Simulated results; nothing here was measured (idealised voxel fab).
Process module in this document: voxel released beams
Cross-section cut: width 150 nm, square cells of 5 nm.
A cross-section in this document is a grid of square cells, and it is written down as bands, the top band listed before the ones below it; a band is made up of one or more rows of cells.
Top, bottom (nm), then materials left to right with widths (nm); lone material tagged "full width" fills the whole band edge to edge; "blank" = empty space.
Zero point of the height axis is 0; under it, received wafer = one material. Lowest band: continues down indefinitely, "0..down".
Per-row width for "30 to 40": begins at first number (top row of band), ends at second number (bottom row), increment between rows held constant.
Basically "remained unchanged" means that step didn't change any cell in the cross-section.
The entry titled "Unvented cavities" provides the empty spaces that have no open way to the top, restricted to those of 8 cells or more. Each is presented as width x height at distance, the distance being measured from the left edge, with all three in nm.
Where a step's line continues beyond its settings, the continuation is a remark by the simulator itself on that step.
The line of a step may include "overlay nm". On a step with a mask, this value is how far to the right of its planned place the mask lay. A negative value means the mask lay to the left.

-- List of planned process steps
1. RECEIVE [material Si]
2. CONFORMAL_DEP [material Al2O3] [thk nm 5]
3. DIRECTIONAL_DEP [material SiO2] [thk nm 10]
4. PATTERN [tone open] [mask id ANCHOR] [material resist] [width nm 25] [thk nm 20] [overlay nm 0]
5. DIRECTIONAL_ETCH [etch materials SiO2] [depth nm 10]
6. STRIP [etch materials resist]
7. CONFORMAL_DEP [material SiN] [thk nm 10]
8. PATTERN [tone cover] [mask id BEAM] [material resist] [width nm 110] [thk nm 15] [overlay nm 0]
9. DIRECTIONAL_ETCH [etch materials SiN] [depth nm 10]
10. STRIP [etch materials resist]
11. STRIP [etch materials SiO2]

-- Incoming wafer, cross-sectional view, post step 1
  0..down = Si full width
  Unvented cavities: none

-- Wafer at module end, in section. Began as above, planned as above, run with one mistake
  25..15 = blank (15) / SiN (110) / blank (25)
  15..5 = SiN full width
  5..0 = Al2O3 full width
  0..down = Si full width
  Unvented cavities: none
Error vs. plan: the process deviated at step 3: the operation and settings actually run there were DIRECTIONAL_DEP [material SiN] [thk nm 10]
